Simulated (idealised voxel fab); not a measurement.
process module | voxel self aligned vias
cross-section cut | 285 nm wide | cells 5 nm
A cross-section is a grid of square cells, given in bands from the top down. A band is one or more rows of cells.
Each band's line starts with the height of the band's top and of its bottom, in nm. Then come its materials from left to right, each with its width in nm. One material with "throughout" fills the band from edge to edge. "air" is empty space.
Height 0 is the level under which the wafer as received is all one material. The lowest band goes on downwards, as in "0 down".
A width such as "30 to 40" changes by the same amount from each row of cells to the next, from the band's top row to its bottom row.
"no change" after a step means that no cell of the cross-section changed.
closed voids: empty space of 8 cells or more with no open way to the top, each as width x height at its distance from the left edge, in nm
after a step's settings: what the simulator itself notes on the step
overlay nm, on a step with a mask: how far to the right of its planned place the mask lay; to the left if negative
plan
1 op RECEIVE | material Si
2 op CONFORMAL_DEP | material SiO2 | thk nm 15
3 op CONFORMAL_DEP | material SiCN | thk nm 5
4 op DIRECTIONAL_DEP | material SiO2 | thk nm 20
5 op DIRECTIONAL_DEP | material aC | thk nm 15
6 op PATTERN | tone open | mask id LINES | material resist | width nm 20 | pitch nm 55 | thk nm 30 | overlay nm 0
7 op DIRECTIONAL_ETCH | etch materials aC | depth nm 15
8 op STRIP | etch materials resist
9 op DIRECTIONAL_ETCH | etch materials SiO2 | depth nm 20
10 op STRIP | etch materials aC
11 op CONFORMAL_DEP | material TiN | thk nm 5
12 op FILL_DEP | material Ru | thk nm 5
13 op CMP | height nm 40
14 op SELECTIVE_ETCH | etch materials W Ru TiN | depth nm 10
15 op FILL_DEP | material SiN | thk nm 10
16 op CMP | height nm 40
17 op DIRECTIONAL_DEP | material SiO2 | thk nm 20
18 op PATTERN | tone open | mask id VIAS | material resist | width nm 30 | thk nm 15 | overlay nm 0
19 op DIRECTIONAL_ETCH | etch materials SiO2 | depth nm 20
20 op DIRECTIONAL_ETCH | etch materials SiN | depth nm 10
21 op STRIP | etch materials resist
22 op CONFORMAL_DEP | material TiN | thk nm 5
23 op FILL_DEP | material Cu | thk nm 5
24 op CMP | height nm 60
25 op CONFORMAL_DEP | material SiCN | thk nm 5
first wafer, as planned
as received, after step 1
  0 down: Si throughout
  closed voids: none
after step 2
  15 to 0: SiO2 throughout
  below 0: unchanged
after step 3
  20 to 15: SiCN throughout
  below 15: unchanged
after step 4
  40 to 20: SiO2 throughout
  below 20: unchanged
after step 5
  55 to 40: aC throughout
  below 40: unchanged
after step 6
  85 to 55: resist 105 | air 20 | resist 35 | air 20 | resist 105
  below 55: unchanged
after step 7
  70 to 55: resist 105 | air 20 | resist 35 | air 20 | resist 105
  55 to 40: aC 105 | air 20 | aC 35 | air 20 | aC 105
  below 40: unchanged
after step 8
  55 to 40: aC 105 | air 20 | aC 35 | air 20 | aC 105
  below 40: unchanged
after step 9
  55 to 40: aC 105 | air 20 | aC 35 | air 20 | aC 105
  40 to 20: SiO2 105 | air 20 | SiO2 35 | air 20 | SiO2 105
  below 20: unchanged
after step 10
  40 to 20: SiO2 105 | air 20 | SiO2 35 | air 20 | SiO2 105
  below 20: unchanged
after step 11
  45 to 40: TiN 110 | air 10 | TiN 45 | air 10 | TiN 110
  40 to 25: SiO2 105 | TiN 5 | air 10 | TiN 5 | SiO2 35 | TiN 5 | air 10 | TiN 5 | SiO2 105
  25 to 20: SiO2 105 | TiN 20 | SiO2 35 | TiN 20 | SiO2 105
  below 20: unchanged
after step 12
  50 to 45: Ru throughout
  45 to 40: TiN 110 | Ru 10 | TiN 45 | Ru 10 | TiN 110
  40 to 25: SiO2 105 | TiN 5 | Ru 10 | TiN 5 | SiO2 35 | TiN 5 | Ru 10 | TiN 5 | SiO2 105
  below 25: unchanged
after step 13
  40 to 25: SiO2 105 | TiN 5 | Ru 10 | TiN 5 | SiO2 35 | TiN 5 | Ru 10 | TiN 5 | SiO2 105
  below 25: unchanged
after step 14
  40 to 30: SiO2 105 | air 20 | SiO2 35 | air 20 | SiO2 105
  below 30: unchanged
after step 15
  50 to 40: SiN throughout
  40 to 30: SiO2 105 | SiN 20 | SiO2 35 | SiN 20 | SiO2 105
  below 30: unchanged
after step 16
  40 to 30: SiO2 105 | SiN 20 | SiO2 35 | SiN 20 | SiO2 105
  below 30: unchanged
after step 17
  60 to 40: SiO2 throughout
  below 40: unchanged
after step 18
  75 to 60: resist 100 | air 30 | resist 155
  below 60: unchanged
after step 19
  75 to 60: resist 100 | air 30 | resist 155
  60 to 40: SiO2 100 | air 30 | SiO2 155
  below 40: unchanged
after step 20
  75 to 60: resist 100 | air 30 | resist 155
  60 to 40: SiO2 100 | air 30 | SiO2 155
  40 to 30: SiO2 105 | air 20 | SiO2 35 | SiN 20 | SiO2 105
  below 30: unchanged
after step 21
  60 to 40: SiO2 100 | air 30 | SiO2 155
  below 40: unchanged
after step 22
  65 to 60: TiN 105 | air 20 | TiN 160
  60 to 45: SiO2 100 | TiN 5 | air 20 | TiN 5 | SiO2 155
  45 to 40: SiO2 100 | TiN 10 | air 10 | TiN 10 | SiO2 155
  40 to 35: SiO2 105 | TiN 5 | air 10 | TiN 5 | SiO2 35 | SiN 20 | SiO2 105
  35 to 30: SiO2 105 | TiN 20 | SiO2 35 | SiN 20 | SiO2 105
  below 30: unchanged
after step 23
  70 to 65: Cu throughout
  65 to 60: TiN 105 | Cu 20 | TiN 160
  60 to 45: SiO2 100 | TiN 5 | Cu 20 | TiN 5 | SiO2 155
  45 to 40: SiO2 100 | TiN 10 | Cu 10 | TiN 10 | SiO2 155
  40 to 35: SiO2 105 | TiN 5 | Cu 10 | TiN 5 | SiO2 35 | SiN 20 | SiO2 105
  below 35: unchanged
after step 24
  60 to 45: SiO2 100 | TiN 5 | Cu 20 | TiN 5 | SiO2 155
  below 45: unchanged
after step 25
  65 to 60: SiCN throughout
  below 60: unchanged
second wafer: like start, like plan, one mistake. Through step 2 it matches the first wafer
when step 3 should have ended
  35 to 0: SiO2 throughout
  below 0: unchanged
when step 4 should have ended
  40 to 35: SiCN throughout
  below 35: unchanged
when step 5 should have ended
  55 to 40: aC throughout
  below 40: unchanged
when step 6 should have ended
  85 to 55: resist 105 | air 20 | resist 35 | air 20 | resist 105
  below 55: unchanged
when step 7 should have ended
  70 to 55: resist 105 | air 20 | resist 35 | air 20 | resist 105
  55 to 40: aC 105 | air 20 | aC 35 | air 20 | aC 105
  below 40: unchanged
when step 8 should have ended
  55 to 40: aC 105 | air 20 | aC 35 | air 20 | aC 105
  below 40: unchanged
when step 9 should have ended: no change
when step 10 should have ended
  40 to 35: SiCN throughout
  below 35: unchanged
when step 11 should have ended
  45 to 40: TiN throughout
  below 40: unchanged
when step 12 should have ended
  50 to 45: Ru throughout
  below 45: unchanged
when step 13 should have ended
  40 to 35: SiCN throughout
  below 35: unchanged
when step 14 should have ended: no change
when step 15 should have ended
  50 to 40: SiN throughout
  below 40: unchanged
when step 16 should have ended
  40 to 35: SiCN throughout
  below 35: unchanged
when step 17 should have ended
  60 to 40: SiO2 throughout
  below 40: unchanged
when step 18 should have ended
  75 to 60: resist 100 | air 30 | resist 155
  below 60: unchanged
when step 19 should have ended
  75 to 60: resist 100 | air 30 | resist 155
  60 to 40: SiO2 100 | air 30 | SiO2 155
  below 40: unchanged
when step 20 should have ended: no change
when step 21 should have ended
  60 to 40: SiO2 100 | air 30 | SiO2 155
  below 40: unchanged
when step 22 should have ended
  65 to 60: TiN 105 | air 20 | TiN 160
  60 to 45: SiO2 100 | TiN 5 | air 20 | TiN 5 | SiO2 155
  45 to 40: SiO2 100 | TiN 30 | SiO2 155
  below 40: unchanged
when step 23 should have ended
  70 to 65: Cu throughout
  65 to 60: TiN 105 | Cu 20 | TiN 160
  60 to 45: SiO2 100 | TiN 5 | Cu 20 | TiN 5 | SiO2 155
  below 45: unchanged
when step 24 should have ended
  60 to 45: SiO2 100 | TiN 5 | Cu 20 | TiN 5 | SiO2 155
  below 45: unchanged
when step 25 should have ended
  65 to 60: SiCN throughout
  below 60: unchanged
what went wrong: steps 3 and 4 were swapped
at the end the second wafer has, in cells: 4 fewer of Cu | 4 fewer of Ru | 8 fewer of SiN | 32 more of SiO2 | 16 fewer of TiN
